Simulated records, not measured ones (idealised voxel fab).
process module | voxel fin reveal
cross-section cut | 295 nm wide | cells 5 nm
A cross-section is a grid of square cells, given in bands from the top down. A band is one or more rows of cells.
Each band's line starts with the height of the band's top and of its bottom, in nm. Then come its materials from left to right, each with its width in nm. One material with "throughout" fills the band from edge to edge. "air" is empty space.
Height 0 is the level under which the wafer as received is all one material. The lowest band goes on downwards, as in "0 down".
A width such as "30 to 40" changes by the same amount from each row of cells to the next, from the band's top row to its bottom row.
"no change" after a step means that no cell of the cross-section changed.
closed voids: empty space of 8 cells or more with no open way to the top, each as width x height at its distance from the left edge, in nm
after a step's settings: what the simulator itself notes on the step
overlay nm, on a step with a mask: how far to the right of its planned place the mask lay; to the left if negative
plan
1 op RECEIVE | material Si
2 op CONFORMAL_DEP | material SiN | thk nm 5
3 op PATTERN | tone cover | mask id FINS | material resist | width nm 15 | pitch nm 40 | thk nm 15 | overlay nm 0
4 op DIRECTIONAL_ETCH | etch materials SiN | depth nm 5
5 op DIRECTIONAL_ETCH | etch materials Si | depth nm 40
6 op STRIP | etch materials resist
7 op FILL_DEP | material SiO2 | thk nm 5
8 op CMP | height nm 5
9 op SELECTIVE_ETCH | etch materials SiO2 | depth nm 30
10 op STRIP | etch materials SiN
11 op CONFORMAL_DEP | material SiO2 | thk nm 5
as received, after step 1
  0 down: Si throughout
  closed voids: none
a wafer at the end: this start, this plan, one mistake
  5 to 0: SiO2 85 | air 5 | SiO2 35 | air 5 | SiO2 35 | air 5 | SiO2 35 | air 5 | SiO2 85
  0 to -20: Si 80 | SiO2 5 | air 5 | SiO2 5 | Si 25 | SiO2 5 | air 5 | SiO2 5 | Si 25 | SiO2 5 | air 5 | SiO2 5 | Si 25 | SiO2 5 | air 5 | SiO2 5 | Si 80
  -20 to -40: Si 80 | SiO2 15 | Si 25 | SiO2 15 | Si 25 | SiO2 15 | Si 25 | SiO2 15 | Si 80
  -40 down: Si throughout
  closed voids: none
what went wrong: step 3 ran as: op PATTERN | tone open | mask id FINS | material resist | width nm 15 | pitch nm 40 | thk nm 15 | overlay nm 0
